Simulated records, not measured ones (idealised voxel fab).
process module | voxel wiring stack
cross-section cut | 220 nm wide | cells 5 nm
A cross-section is a grid of square cells, given in bands from the top down. A band is one or more rows of cells.
Each band's line starts with the height of the band's top and of its bottom, in nm. Then come its materials from left to right, each with its width in nm. One material with "throughout" fills the band from edge to edge. "air" is empty space.
Height 0 is the level under which the wafer as received is all one material. The lowest band goes on downwards, as in "0 down".
A width such as "30 to 40" changes by the same amount from each row of cells to the next, from the band's top row to its bottom row.
"no change" after a step means that no cell of the cross-section changed.
closed voids: empty space of 8 cells or more with no open way to the top, each as width x height at its distance from the left edge, in nm
after a step's settings: what the simulator itself notes on the step
overlay nm, on a step with a mask: how far to the right of its planned place the mask lay; to the left if negative
Each pair below shows a cross-section before one step and the cross-section after it, down to the lowest band that changed. The line under each pair gives the step between them, with its settings. The pairs can come from different runs of this module on the same starting wafer, so a pair continues from the pair above only where its "before" says so.
before
  115 to 90: SiO2 75 | air 20 | SiO2 30 | air 20 | SiO2 75
  90 to 85: SiN 75 | air 20 | SiN 30 | air 20 | SiN 75
  85 to 75: SiO2 75 | Ru 15 | SiO2 35 | Ru 15 | SiO2 80
  75 to 70: SiCN 75 | Ru 15 | SiCN 35 | Ru 15 | SiCN 80
  70 to 50: lowk 70 | SiN 5 | Ru 20 | SiN 5 | lowk 20 | SiN 5 | Ru 20 | SiN 5 | lowk 70
  50 to 45: SiN 75 | TiN 20 | SiN 30 | TiN 20 | SiN 75
  45 to 35: SiO2 75 | Ru 15 | SiO2 35 | Ru 15 | SiO2 80
  35 to 30: SiCN 75 | Ru 15 | SiCN 35 | Ru 15 | SiCN 80
  30 to 20: lowk 75 | TiN 5 | Cu 10 | TiN 5 | lowk 30 | TiN 5 | Cu 10 | TiN 5 | lowk 75
  20 to 15: lowk 75 | TiN 20 | lowk 30 | TiN 20 | lowk 75
  15 to 5: SiO2 throughout
  5 to 0: SiN throughout
  0 down: Si throughout
  closed voids: none
after
  120 to 115: TiN 80 | air 10 | TiN 40 | air 10 | TiN 80
  115 to 90: SiO2 75 | TiN 5 | air 10 | TiN 5 | SiO2 30 | TiN 5 | air 10 | TiN 5 | SiO2 75
  90 to 85: SiN 75 | TiN 20 | SiN 30 | TiN 20 | SiN 75
  below 85: unchanged
  closed voids: none
the step between: op CONFORMAL_DEP | material TiN | thk nm 5
before: the cross-section after the pair above
after
  125 to 120: Ru throughout
  120 to 115: TiN 80 | Ru 10 | TiN 40 | Ru 10 | TiN 80
  115 to 90: SiO2 75 | TiN 5 | Ru 10 | TiN 5 | SiO2 30 | TiN 5 | Ru 10 | TiN 5 | SiO2 75
  below 90: unchanged
  closed voids: none
the step between: op FILL_DEP | material Ru | thk nm 5
before: the cross-section after the pair above
after
  115 to 90: SiO2 75 | TiN 5 | Ru 10 | TiN 5 | SiO2 30 | TiN 5 | Ru 10 | TiN 5 | SiO2 75
  below 90: unchanged
  closed voids: none
the step between: op CMP | height nm 115
before: the cross-section after the pair above
after
  120 to 115: SiCN throughout
  below 115: unchanged
  closed voids: none
the step between: op CONFORMAL_DEP | material SiCN | thk nm 5
before
  10 to 0: SiO2 throughout
  0 down: Si throughout
  closed voids: none
after
  25 to 10: SiN throughout
  below 10: unchanged
  closed voids: none
the step between: op CONFORMAL_DEP | material SiN | thk nm 15
before: the cross-section after the pair above
after
  40 to 25: lowk throughout
  below 25: unchanged
  closed voids: none
the step between: op DIRECTIONAL_DEP | material lowk | thk nm 15
before: the cross-section after the pair above
after
  40 to 25: lowk 75 | air 20 | lowk 30 | air 20 | lowk 75
  below 25: unchanged
  closed voids: none
the step between: op MASKED_ETCH | tone open | mask id METAL_1 | width nm 20 | pitch nm 50 | etch materials lowk | depth nm 15 | overlay nm 0
before: the cross-section after the pair above
after
  40 to 25: lowk 75 | air 20 | lowk 30 | air 20 | lowk 75
  25 to 20: SiN 75 | air 20 | SiN 30 | air 20 | SiN 75
  below 20: unchanged
  closed voids: none
the step between: op MASKED_ETCH | tone open | mask id METAL_1 | width nm 20 | pitch nm 50 | etch materials SiN | depth nm 5 | overlay nm 0
before: the cross-section after the pair above
after
  45 to 40: TiN 80 | air 10 | TiN 40 | air 10 | TiN 80
  40 to 25: lowk 75 | TiN 5 | air 10 | TiN 5 | lowk 30 | TiN 5 | air 10 | TiN 5 | lowk 75
  25 to 20: SiN 75 | TiN 20 | SiN 30 | TiN 20 | SiN 75
  below 20: unchanged
  closed voids: none
the step between: op CONFORMAL_DEP | material TiN | thk nm 5
before: the cross-section after the pair above
after
  50 to 45: Cu throughout
  45 to 40: TiN 80 | Cu 10 | TiN 40 | Cu 10 | TiN 80
  40 to 25: lowk 75 | TiN 5 | Cu 10 | TiN 5 | lowk 30 | TiN 5 | Cu 10 | TiN 5 | lowk 75
  below 25: unchanged
  closed voids: none
the step between: op FILL_DEP | material Cu | thk nm 5
before: the cross-section after the pair above
after
  30 to 25: lowk 75 | TiN 5 | Cu 10 | TiN 5 | lowk 30 | TiN 5 | Cu 10 | TiN 5 | lowk 75
  below 25: unchanged
  closed voids: none
the step between: op CMP | height nm 30
before: the cross-section after the pair above
after
  35 to 30: SiCN throughout
  below 30: unchanged
  closed voids: none
the step between: op CONFORMAL_DEP | material SiCN | thk nm 5
before: the cross-section after the pair above
after
  45 to 35: SiO2 throughout
  below 35: unchanged
  closed voids: none
the step between: op DIRECTIONAL_DEP | material SiO2 | thk nm 10
before: the cross-section after the pair above
after
  45 to 35: SiO2 75 | air 15 | SiO2 35 | air 15 | SiO2 80
  below 35: unchanged
  closed voids: none
the step between: op MASKED_ETCH | tone open | mask id PLUG_1 | width nm 15 | pitch nm 50 | etch materials SiO2 | depth nm 10 | overlay nm 0
before: the cross-section after the pair above
after
  45 to 35: SiO2 75 | air 15 | SiO2 35 | air 15 | SiO2 80
  35 to 30: SiCN 75 | air 15 | SiCN 35 | air 15 | SiCN 80
  below 30: unchanged
  closed voids: none
the step between: op MASKED_ETCH | tone open | mask id PLUG_1 | width nm 15 | pitch nm 50 | etch materials SiCN | depth nm 5 | overlay nm 0
before: the cross-section after the pair above
after
  45 to 40: SiO2 75 | air 15 | SiO2 35 | air 15 | SiO2 80
  40 to 35: SiO2 75 | Ru 15 | SiO2 35 | Ru 15 | SiO2 80
  35 to 30: SiCN 75 | Ru 15 | SiCN 35 | Ru 15 | SiCN 80
  below 30: unchanged
  closed voids: none
the step between: op EPI | material Ru | thk nm 10
before: the cross-section after the pair above
after
  45 to 35: SiO2 75 | Ru 15 | SiO2 35 | Ru 15 | SiO2 80
  below 35: unchanged
  closed voids: none
the step between: op EPI | material Ru | thk nm 5
before: the cross-section after the pair above
after
  50 to 45: TiN throughout
  below 45: unchanged
  closed voids: none
the step between: op DIRECTIONAL_DEP | material TiN | thk nm 5
before: the cross-section after the pair above
after
  70 to 50: Ru throughout
  below 50: unchanged
  closed voids: none
the step between: op DIRECTIONAL_DEP | material Ru | thk nm 20
before: the cross-section after the pair above
after
  85 to 70: aC throughout
  below 70: unchanged
  closed voids: none
the step between: op DIRECTIONAL_DEP | material aC | thk nm 15
before: the cross-section after the pair above
after
  115 to 85: air 75 | resist 20 | air 30 | resist 20 | air 75
  below 85: unchanged
  closed voids: none
the step between: op PATTERN | tone cover | mask id METAL_2 | material resist | width nm 20 | pitch nm 50 | thk nm 30 | overlay nm 0
before: the cross-section after the pair above
after
  100 to 85: air 75 | resist 20 | air 30 | resist 20 | air 75
  85 to 70: air 75 | aC 20 | air 30 | aC 20 | air 75
  below 70: unchanged
  closed voids: none
the step between: op DIRECTIONAL_ETCH | etch materials aC | depth nm 15
before: the cross-section after the pair above
after
  85 to 70: air 75 | aC 20 | air 30 | aC 20 | air 75
  below 70: unchanged
  closed voids: none
the step between: op STRIP | etch materials resist
before: the cross-section after the pair above
after
  85 to 70: air 75 | aC 20 | air 30 | aC 20 | air 75
  70 to 50: air 75 | Ru 20 | air 30 | Ru 20 | air 75
  below 50: unchanged
  closed voids: none
the step between: op DIRECTIONAL_ETCH | etch materials Ru | depth nm 20
before: the cross-section after the pair above
after
  85 to 70: air 75 | aC 20 | air 30 | aC 20 | air 75
  70 to 50: air 75 | Ru 20 | air 30 | Ru 20 | air 75
  50 to 45: air 75 | TiN 20 | air 30 | TiN 20 | air 75
  below 45: unchanged
  closed voids: none
the step between: op DIRECTIONAL_ETCH | etch materials TiN | depth nm 5
before: the cross-section after the pair above
after
  70 to 50: air 75 | Ru 20 | air 30 | Ru 20 | air 75
  below 50: unchanged
  closed voids: none
the step between: op STRIP | etch materials aC
before: the cross-section after the pair above
after
  75 to 70: air 70 | SiN 30 | air 20 | SiN 30 | air 70
  70 to 50: air 70 | SiN 5 | Ru 20 | SiN 5 | air 20 | SiN 5 | Ru 20 | SiN 5 | air 70
  50 to 45: SiN 75 | TiN 20 | SiN 30 | TiN 20 | SiN 75
  below 45: unchanged
  closed voids: none
the step between: op CONFORMAL_DEP | material SiN | thk nm 5
before: the cross-section after the pair above
after
  85 to 75: lowk throughout
  75 to 70: lowk 70 | SiN 30 | lowk 20 | SiN 30 | lowk 70
  70 to 50: lowk 70 | SiN 5 | Ru 20 | SiN 5 | lowk 20 | SiN 5 | Ru 20 | SiN 5 | lowk 70
  below 50: unchanged
  closed voids: none
the step between: op FILL_DEP | material lowk | thk nm 10
before: the cross-section after the pair above
after
  70 to 50: lowk 70 | SiN 5 | Ru 20 | SiN 5 | lowk 20 | SiN 5 | Ru 20 | SiN 5 | lowk 70
  below 50: unchanged
  closed voids: none
the step between: op CMP | height nm 70
before: the cross-section after the pair above
after
  75 to 70: SiCN throughout
  below 70: unchanged
  closed voids: none
the step between: op CONFORMAL_DEP | material SiCN | thk nm 5
before: the cross-section after the pair above
after
  85 to 75: SiO2 throughout
  below 75: unchanged
  closed voids: none
the step between: op DIRECTIONAL_DEP | material SiO2 | thk nm 10
before: the cross-section after the pair above
after
  100 to 85: resist 75 | air 15 | resist 35 | air 15 | resist 80
  below 85: unchanged
  closed voids: none
the step between: op PATTERN | tone open | mask id PLUG_2 | material resist | width nm 15 | pitch nm 50 | thk nm 15 | overlay nm 0
before: the cross-section after the pair above
after
  100 to 85: resist 75 | air 15 | resist 35 | air 15 | resist 80
  85 to 75: SiO2 75 | air 15 | SiO2 35 | air 15 | SiO2 80
  below 75: unchanged
  closed voids: none
the step between: op DIRECTIONAL_ETCH | etch materials SiO2 | depth nm 10
before: the cross-section after the pair above
after
  100 to 85: resist 75 | air 15 | resist 35 | air 15 | resist 80
  85 to 75: SiO2 75 | air 15 | SiO2 35 | air 15 | SiO2 80
  75 to 70: SiCN 75 | air 15 | SiCN 35 | air 15 | SiCN 80
  below 70: unchanged
  closed voids: none
the step between: op DIRECTIONAL_ETCH | etch materials SiCN | depth nm 5
before: the cross-section after the pair above
after
  85 to 75: SiO2 75 | air 15 | SiO2 35 | air 15 | SiO2 80
  below 75: unchanged
  closed voids: none
the step between: op STRIP | etch materials resist
before: the cross-section after the pair above
after
  85 to 80: SiO2 75 | air 15 | SiO2 35 | air 15 | SiO2 80
  80 to 75: SiO2 75 | Ru 15 | SiO2 35 | Ru 15 | SiO2 80
  75 to 70: SiCN 75 | Ru 15 | SiCN 35 | Ru 15 | SiCN 80
  below 70: unchanged
  closed voids: none
the step between: op EPI | material Ru | thk nm 10
before: the cross-section after the pair above
after
  85 to 75: SiO2 75 | Ru 15 | SiO2 35 | Ru 15 | SiO2 80
  below 75: unchanged
  closed voids: none
the step between: op EPI | material Ru | thk nm 5
before: the cross-section after the pair above
after
  90 to 85: SiN throughout
  below 85: unchanged
  closed voids: none
the step between: op CONFORMAL_DEP | material SiN | thk nm 5
before: the cross-section after the pair above
after
  115 to 90: SiO2 throughout
  below 90: unchanged
  closed voids: none
the step between: op DIRECTIONAL_DEP | material SiO2 | thk nm 25
before: the cross-section after the pair above
after
  130 to 115: resist 75 | air 20 | resist 30 | air 20 | resist 75
  below 115: unchanged
  closed voids: none
the step between: op PATTERN | tone open | mask id METAL_3 | material resist | width nm 20 | pitch nm 50 | thk nm 15 | overlay nm 0
before: the cross-section after the pair above
after
  130 to 115: resist 75 | air 20 | resist 30 | air 20 | resist 75
  115 to 90: SiO2 75 | air 20 | SiO2 30 | air 20 | SiO2 75
  below 90: unchanged
  closed voids: none
the step between: op DIRECTIONAL_ETCH | etch materials SiO2 | depth nm 25
before: the cross-section after the pair above
after
  130 to 115: resist 75 | air 20 | resist 30 | air 20 | resist 75
  115 to 90: SiO2 75 | air 20 | SiO2 30 | air 20 | SiO2 75
  90 to 85: SiN 75 | air 20 | SiN 30 | air 20 | SiN 75
  below 85: unchanged
  closed voids: none
the step between: op DIRECTIONAL_ETCH | etch materials SiN | depth nm 5
before: the cross-section after the pair above
after
  115 to 90: SiO2 75 | air 20 | SiO2 30 | air 20 | SiO2 75
  below 90: unchanged
  closed voids: none
the step between: op STRIP | etch materials resist
before: the cross-section after the pair above
after
  120 to 115: TiN 80 | air 10 | TiN 40 | air 10 | TiN 80
  115 to 90: SiO2 75 | TiN 5 | air 10 | TiN 5 | SiO2 30 | TiN 5 | air 10 | TiN 5 | SiO2 75
  90 to 85: SiN 75 | TiN 20 | SiN 30 | TiN 20 | SiN 75
  below 85: unchanged
  closed voids: none
the step between: op CONFORMAL_DEP | material TiN | thk nm 5
before: the cross-section after the pair above
after
  125 to 120: Ru throughout
  120 to 115: TiN 80 | Ru 10 | TiN 40 | Ru 10 | TiN 80
  115 to 90: SiO2 75 | TiN 5 | Ru 10 | TiN 5 | SiO2 30 | TiN 5 | Ru 10 | TiN 5 | SiO2 75
  below 90: unchanged
  closed voids: none
the step between: op FILL_DEP | material Ru | thk nm 5
before: the cross-section after the pair above
after
  115 to 90: SiO2 75 | TiN 5 | Ru 10 | TiN 5 | SiO2 30 | TiN 5 | Ru 10 | TiN 5 | SiO2 75
  below 90: unchanged
  closed voids: none
the step between: op CMP | height nm 115
before: the cross-section after the pair above
after
  120 to 115: SiCN throughout
  below 115: unchanged
  closed voids: none
the step between: op CONFORMAL_DEP | material SiCN | thk nm 5
before
  30 to 15: lowk throughout
  15 to 10: SiN throughout
  10 to 0: SiO2 throughout
  0 down: Si throughout
  closed voids: none
after
  30 to 15: lowk 70 | air 30 | lowk 20 | air 30 | lowk 70
  below 15: unchanged
  closed voids: none
the step between: op MASKED_ETCH | tone open | mask id METAL_1 | width nm 30 | pitch nm 50 | etch materials lowk | depth nm 15 | overlay nm 0
before: the cross-section after the pair above
after
  30 to 15: lowk 70 | air 30 | lowk 20 | air 30 | lowk 70
  15 to 10: SiN 75 | air 20 | SiN 30 | air 20 | SiN 75
  below 10: unchanged
  closed voids: none
the step between: op MASKED_ETCH | tone open | mask id METAL_1 | width nm 20 | pitch nm 50 | etch materials SiN | depth nm 5 | overlay nm 0
before: the cross-section after the pair above
after
  35 to 30: TiN 75 | air 20 | TiN 30 | air 20 | TiN 75
  30 to 20: lowk 70 | TiN 5 | air 20 | TiN 5 | lowk 20 | TiN 5 | air 20 | TiN 5 | lowk 70
  20 to 15: lowk 70 | TiN 10 | air 10 | TiN 10 | lowk 20 | TiN 10 | air 10 | TiN 10 | lowk 70
  15 to 10: SiN 75 | TiN 20 | SiN 30 | TiN 20 | SiN 75
  below 10: unchanged
  closed voids: none
the step between: op CONFORMAL_DEP | material TiN | thk nm 5
before: the cross-section after the pair above
after
  40 to 35: Cu throughout
  35 to 30: TiN 75 | Cu 20 | TiN 30 | Cu 20 | TiN 75
  30 to 20: lowk 70 | TiN 5 | Cu 20 | TiN 5 | lowk 20 | TiN 5 | Cu 20 | TiN 5 | lowk 70
  20 to 15: lowk 70 | TiN 10 | Cu 10 | TiN 10 | lowk 20 | TiN 10 | Cu 10 | TiN 10 | lowk 70
  below 15: unchanged
  closed voids: none
the step between: op FILL_DEP | material Cu | thk nm 5
before: the cross-section after the pair above
after
  30 to 20: lowk 70 | TiN 5 | Cu 20 | TiN 5 | lowk 20 | TiN 5 | Cu 20 | TiN 5 | lowk 70
  below 20: unchanged
  closed voids: none
the step between: op CMP | height nm 30
before: the cross-section after the pair above
after
  35 to 30: SiCN throughout
  below 30: unchanged
  closed voids: none
the step between: op CONFORMAL_DEP | material SiCN | thk nm 5
before: the cross-section after the pair above
after
  45 to 35: SiO2 throughout
  below 35: unchanged
  closed voids: none
the step between: op DIRECTIONAL_DEP | material SiO2 | thk nm 10
before: the cross-section after the pair above
after
  45 to 35: SiO2 75 | air 15 | SiO2 35 | air 15 | SiO2 80
  below 35: unchanged
  closed voids: none
the step between: op MASKED_ETCH | tone open | mask id PLUG_1 | width nm 15 | pitch nm 50 | etch materials SiO2 | depth nm 10 | overlay nm 0
before: the cross-section after the pair above
after
  45 to 35: SiO2 75 | air 15 | SiO2 35 | air 15 | SiO2 80
  35 to 30: SiCN 75 | air 15 | SiCN 35 | air 15 | SiCN 80
  below 30: unchanged
  closed voids: none
the step between: op MASKED_ETCH | tone open | mask id PLUG_1 | width nm 15 | pitch nm 50 | etch materials SiCN | depth nm 5 | overlay nm 0
before: the cross-section after the pair above
after
  45 to 40: SiO2 75 | air 15 | SiO2 35 | air 15 | SiO2 80
  40 to 35: SiO2 75 | Ru 15 | SiO2 35 | Ru 15 | SiO2 80
  35 to 30: SiCN 75 | Ru 15 | SiCN 35 | Ru 15 | SiCN 80
  below 30: unchanged
  closed voids: none
the step between: op EPI | material Ru | thk nm 10
before: the cross-section after the pair above
after
  45 to 35: SiO2 75 | Ru 15 | SiO2 35 | Ru 15 | SiO2 80
  below 35: unchanged
  closed voids: none
the step between: op EPI | material Ru | thk nm 5
before: the cross-section after the pair above
after
  50 to 45: TiN throughout
  below 45: unchanged
  closed voids: none
the step between: op DIRECTIONAL_DEP | material TiN | thk nm 5
before: the cross-section after the pair above
after
  70 to 50: Ru throughout
  below 50: unchanged
  closed voids: none
the step between: op DIRECTIONAL_DEP | material Ru | thk nm 20
before: the cross-section after the pair above
after
  85 to 70: aC throughout
  below 70: unchanged
  closed voids: none
the step between: op DIRECTIONAL_DEP | material aC | thk nm 15
before: the cross-section after the pair above
after
  115 to 85: air 75 | resist 20 | air 30 | resist 20 | air 75
  below 85: unchanged
  closed voids: none
the step between: op PATTERN | tone cover | mask id METAL_2 | material resist | width nm 20 | pitch nm 50 | thk nm 30 | overlay nm 0
before: the cross-section after the pair above
after
  100 to 85: air 75 | resist 20 | air 30 | resist 20 | air 75
  85 to 70: air 75 | aC 20 | air 30 | aC 20 | air 75
  below 70: unchanged
  closed voids: none
the step between: op DIRECTIONAL_ETCH | etch materials aC | depth nm 15
before: the cross-section after the pair above
after
  85 to 70: air 75 | aC 20 | air 30 | aC 20 | air 75
  below 70: unchanged
  closed voids: none
the step between: op STRIP | etch materials resist
before: the cross-section after the pair above
after
  85 to 70: air 75 | aC 20 | air 30 | aC 20 | air 75
  70 to 50: air 75 | Ru 20 | air 30 | Ru 20 | air 75
  below 50: unchanged
  closed voids: none
the step between: op DIRECTIONAL_ETCH | etch materials Ru | depth nm 20
before: the cross-section after the pair above
after
  85 to 70: air 75 | aC 20 | air 30 | aC 20 | air 75
  70 to 50: air 75 | Ru 20 | air 30 | Ru 20 | air 75
  50 to 45: air 75 | TiN 20 | air 30 | TiN 20 | air 75
  below 45: unchanged
  closed voids: none
the step between: op DIRECTIONAL_ETCH | etch materials TiN | depth nm 5
before: the cross-section after the pair above
after
  70 to 50: air 75 | Ru 20 | air 30 | Ru 20 | air 75
  below 50: unchanged
  closed voids: none
the step between: op STRIP | etch materials aC
before: the cross-section after the pair above
after
  75 to 70: air 70 | SiN 30 | air 20 | SiN 30 | air 70
  70 to 50: air 70 | SiN 5 | Ru 20 | SiN 5 | air 20 | SiN 5 | Ru 20 | SiN 5 | air 70
  50 to 45: SiN 75 | TiN 20 | SiN 30 | TiN 20 | SiN 75
  below 45: unchanged
  closed voids: none
the step between: op CONFORMAL_DEP | material SiN | thk nm 5
before: the cross-section after the pair above
after
  85 to 75: lowk throughout
  75 to 70: lowk 70 | SiN 30 | lowk 20 | SiN 30 | lowk 70
  70 to 50: lowk 70 | SiN 5 | Ru 20 | SiN 5 | lowk 20 | SiN 5 | Ru 20 | SiN 5 | lowk 70
  below 50: unchanged
  closed voids: none
the step between: op FILL_DEP | material lowk | thk nm 10
before: the cross-section after the pair above
after
  70 to 50: lowk 70 | SiN 5 | Ru 20 | SiN 5 | lowk 20 | SiN 5 | Ru 20 | SiN 5 | lowk 70
  below 50: unchanged
  closed voids: none
the step between: op CMP | height nm 70
before: the cross-section after the pair above
after
  75 to 70: SiCN throughout
  below 70: unchanged
  closed voids: none
the step between: op CONFORMAL_DEP | material SiCN | thk nm 5
before: the cross-section after the pair above
after
  85 to 75: SiO2 throughout
  below 75: unchanged
  closed voids: none
the step between: op DIRECTIONAL_DEP | material SiO2 | thk nm 10
before: the cross-section after the pair above
after
  100 to 85: resist 75 | air 15 | resist 35 | air 15 | resist 80
  below 85: unchanged
  closed voids: none
the step between: op PATTERN | tone open | mask id PLUG_2 | material resist | width nm 15 | pitch nm 50 | thk nm 15 | overlay nm 0
before: the cross-section after the pair above
after
  100 to 85: resist 75 | air 15 | resist 35 | air 15 | resist 80
  85 to 75: SiO2 75 | air 15 | SiO2 35 | air 15 | SiO2 80
  below 75: unchanged
  closed voids: none
the step between: op DIRECTIONAL_ETCH | etch materials SiO2 | depth nm 10
before: the cross-section after the pair above
after
  100 to 85: resist 75 | air 15 | resist 35 | air 15 | resist 80
  85 to 75: SiO2 75 | air 15 | SiO2 35 | air 15 | SiO2 80
  75 to 70: SiCN 75 | air 15 | SiCN 35 | air 15 | SiCN 80
  below 70: unchanged
  closed voids: none
the step between: op DIRECTIONAL_ETCH | etch materials SiCN | depth nm 5
before: the cross-section after the pair above
after
  85 to 75: SiO2 75 | air 15 | SiO2 35 | air 15 | SiO2 80
  below 75: unchanged
  closed voids: none
the step between: op STRIP | etch materials resist
before: the cross-section after the pair above
after
  85 to 80: SiO2 75 | air 15 | SiO2 35 | air 15 | SiO2 80
  80 to 75: SiO2 75 | Ru 15 | SiO2 35 | Ru 15 | SiO2 80
  75 to 70: SiCN 75 | Ru 15 | SiCN 35 | Ru 15 | SiCN 80
  below 70: unchanged
  closed voids: none
the step between: op EPI | material Ru | thk nm 10
before: the cross-section after the pair above
after
  85 to 75: SiO2 75 | Ru 15 | SiO2 35 | Ru 15 | SiO2 80
  below 75: unchanged
  closed voids: none
the step between: op EPI | material Ru | thk nm 5
before: the cross-section after the pair above
after
  90 to 85: SiN throughout
  below 85: unchanged
  closed voids: none
the step between: op CONFORMAL_DEP | material SiN | thk nm 5
before: the cross-section after the pair above
after
  115 to 90: SiO2 throughout
  below 90: unchanged
  closed voids: none
the step between: op DIRECTIONAL_DEP | material SiO2 | thk nm 25
before: the cross-section after the pair above
after
  130 to 115: resist 75 | air 20 | resist 30 | air 20 | resist 75
  below 115: unchanged
  closed voids: none
the step between: op PATTERN | tone open | mask id METAL_3 | material resist | width nm 20 | pitch nm 50 | thk nm 15 | overlay nm 0
before: the cross-section after the pair above
after
  130 to 115: resist 75 | air 20 | resist 30 | air 20 | resist 75
  115 to 90: SiO2 75 | air 20 | SiO2 30 | air 20 | SiO2 75
  below 90: unchanged
  closed voids: none
the step between: op DIRECTIONAL_ETCH | etch materials SiO2 | depth nm 25
before: the cross-section after the pair above
after
  130 to 115: resist 75 | air 20 | resist 30 | air 20 | resist 75
  115 to 90: SiO2 75 | air 20 | SiO2 30 | air 20 | SiO2 75
  90 to 85: SiN 75 | air 20 | SiN 30 | air 20 | SiN 75
  below 85: unchanged
  closed voids: none
the step between: op DIRECTIONAL_ETCH | etch materials SiN | depth nm 5
before: the cross-section after the pair above
after
  115 to 90: SiO2 75 | air 20 | SiO2 30 | air 20 | SiO2 75
  below 90: unchanged
  closed voids: none
the step between: op STRIP | etch materials resist
before: the cross-section after the pair above
after
  120 to 115: TiN 80 | air 10 | TiN 40 | air 10 | TiN 80
  115 to 90: SiO2 75 | TiN 5 | air 10 | TiN 5 | SiO2 30 | TiN 5 | air 10 | TiN 5 | SiO2 75
  90 to 85: SiN 75 | TiN 20 | SiN 30 | TiN 20 | SiN 75
  below 85: unchanged
  closed voids: none
the step between: op CONFORMAL_DEP | material TiN | thk nm 5
before: the cross-section after the pair above
after
  125 to 120: Ru throughout
  120 to 115: TiN 80 | Ru 10 | TiN 40 | Ru 10 | TiN 80
  115 to 90: SiO2 75 | TiN 5 | Ru 10 | TiN 5 | SiO2 30 | TiN 5 | Ru 10 | TiN 5 | SiO2 75
  below 90: unchanged
  closed voids: none
the step between: op FILL_DEP | material Ru | thk nm 5
before: the cross-section after the pair above
after
  115 to 90: SiO2 75 | TiN 5 | Ru 10 | TiN 5 | SiO2 30 | TiN 5 | Ru 10 | TiN 5 | SiO2 75
  below 90: unchanged
  closed voids: none
the step between: op CMP | height nm 115
before: the cross-section after the pair above
after
  120 to 115: SiCN throughout
  below 115: unchanged
  closed voids: none
the step between: op CONFORMAL_DEP | material SiCN | thk nm 5
before
  85 to 70: aC throughout
  70 to 50: Ru throughout
  50 to 45: TiN throughout
  45 to 35: SiO2 75 | Ru 15 | SiO2 35 | Ru 15 | SiO2 80
  35 to 30: SiCN 75 | Ru 15 | SiCN 35 | Ru 15 | SiCN 80
  30 to 15: lowk 75 | TiN 5 | Cu 10 | TiN 5 | lowk 30 | TiN 5 | Cu 10 | TiN 5 | lowk 75
  15 to 10: SiN 75 | TiN 20 | SiN 30 | TiN 20 | SiN 75
  10 to 0: SiO2 throughout
  0 down: Si throughout
  closed voids: none
after
  115 to 85: air 65 | resist 20 | air 30 | resist 20 | air 85
  below 85: unchanged
  closed voids: none
the step between: op PATTERN | tone cover | mask id METAL_2 | material resist | width nm 20 | pitch nm 50 | thk nm 30 | overlay nm -10
before: the cross-section after the pair above
after
  100 to 85: air 65 | resist 20 | air 30 | resist 20 | air 85
  85 to 70: air 65 | aC 20 | air 30 | aC 20 | air 85
  below 70: unchanged
  closed voids: none
the step between: op DIRECTIONAL_ETCH | etch materials aC | depth nm 15
before: the cross-section after the pair above
after
  85 to 70: air 65 | aC 20 | air 30 | aC 20 | air 85
  below 70: unchanged
  closed voids: none
the step between: op STRIP | etch materials resist
before: the cross-section after the pair above
after
  85 to 70: air 65 | aC 20 | air 30 | aC 20 | air 85
  70 to 50: air 65 | Ru 20 | air 30 | Ru 20 | air 85
  below 50: unchanged
  closed voids: none
the step between: op DIRECTIONAL_ETCH | etch materials Ru | depth nm 20
before: the cross-section after the pair above
after
  85 to 70: air 65 | aC 20 | air 30 | aC 20 | air 85
  70 to 50: air 65 | Ru 20 | air 30 | Ru 20 | air 85
  50 to 45: air 65 | TiN 20 | air 30 | TiN 20 | air 85
  below 45: unchanged
  closed voids: none
the step between: op DIRECTIONAL_ETCH | etch materials TiN | depth nm 5
before: the cross-section after the pair above
after
  70 to 50: air 65 | Ru 20 | air 30 | Ru 20 | air 85
  below 50: unchanged
  closed voids: none
the step between: op STRIP | etch materials aC
before: the cross-section after the pair above
after
  75 to 70: air 60 | SiN 30 | air 20 | SiN 30 | air 80
  70 to 50: air 60 | SiN 5 | Ru 20 | SiN 5 | air 20 | SiN 5 | Ru 20 | SiN 5 | air 80
  50 to 45: SiN 65 | TiN 20 | SiN 30 | TiN 20 | SiN 85
  below 45: unchanged
  closed voids: none
the step between: op CONFORMAL_DEP | material SiN | thk nm 5
before: the cross-section after the pair above
after
  85 to 75: lowk throughout
  75 to 70: lowk 60 | SiN 30 | lowk 20 | SiN 30 | lowk 80
  70 to 50: lowk 60 | SiN 5 | Ru 20 | SiN 5 | lowk 20 | SiN 5 | Ru 20 | SiN 5 | lowk 80
  below 50: unchanged
  closed voids: none
the step between: op FILL_DEP | material lowk | thk nm 10
before: the cross-section after the pair above
after
  70 to 50: lowk 60 | SiN 5 | Ru 20 | SiN 5 | lowk 20 | SiN 5 | Ru 20 | SiN 5 | lowk 80
  below 50: unchanged
  closed voids: none
the step between: op CMP | height nm 70
before: the cross-section after the pair above
after
  75 to 70: SiCN throughout
  below 70: unchanged
  closed voids: none
the step between: op CONFORMAL_DEP | material SiCN | thk nm 5
before: the cross-section after the pair above
after
  85 to 75: SiO2 throughout
  below 75: unchanged
  closed voids: none
the step between: op DIRECTIONAL_DEP | material SiO2 | thk nm 10
before: the cross-section after the pair above
after
  100 to 85: resist 75 | air 15 | resist 35 | air 15 | resist 80
  below 85: unchanged
  closed voids: none
the step between: op PATTERN | tone open | mask id PLUG_2 | material resist | width nm 15 | pitch nm 50 | thk nm 15 | overlay nm 0
before: the cross-section after the pair above
after
  100 to 85: resist 75 | air 15 | resist 35 | air 15 | resist 80
  85 to 75: SiO2 75 | air 15 | SiO2 35 | air 15 | SiO2 80
  below 75: unchanged
  closed voids: none
the step between: op DIRECTIONAL_ETCH | etch materials SiO2 | depth nm 10
before: the cross-section after the pair above
after
  100 to 85: resist 75 | air 15 | resist 35 | air 15 | resist 80
  85 to 75: SiO2 75 | air 15 | SiO2 35 | air 15 | SiO2 80
  75 to 70: SiCN 75 | air 15 | SiCN 35 | air 15 | SiCN 80
  below 70: unchanged
  closed voids: none
the step between: op DIRECTIONAL_ETCH | etch materials SiCN | depth nm 5
before: the cross-section after the pair above
after
  85 to 75: SiO2 75 | air 15 | SiO2 35 | air 15 | SiO2 80
  below 75: unchanged
  closed voids: none
the step between: op STRIP | etch materials resist
before: the cross-section after the pair above
after
  85 to 80: SiO2 75 | air 15 | SiO2 35 | air 15 | SiO2 80
  80 to 75: SiO2 75 | Ru 15 | SiO2 35 | Ru 15 | SiO2 80
  75 to 70: SiCN 75 | Ru 15 | SiCN 35 | Ru 15 | SiCN 80
  below 70: unchanged
  closed voids: none
the step between: op EPI | material Ru | thk nm 10
before: the cross-section after the pair above
after
  85 to 75: SiO2 75 | Ru 15 | SiO2 35 | Ru 15 | SiO2 80
  below 75: unchanged
  closed voids: none
the step between: op EPI | material Ru | thk nm 5
before: the cross-section after the pair above
after
  90 to 85: SiN throughout
  below 85: unchanged
  closed voids: none
the step between: op CONFORMAL_DEP | material SiN | thk nm 5
before: the cross-section after the pair above
after
  115 to 90: SiO2 throughout
  below 90: unchanged
  closed voids: none
the step between: op DIRECTIONAL_DEP | material SiO2 | thk nm 25
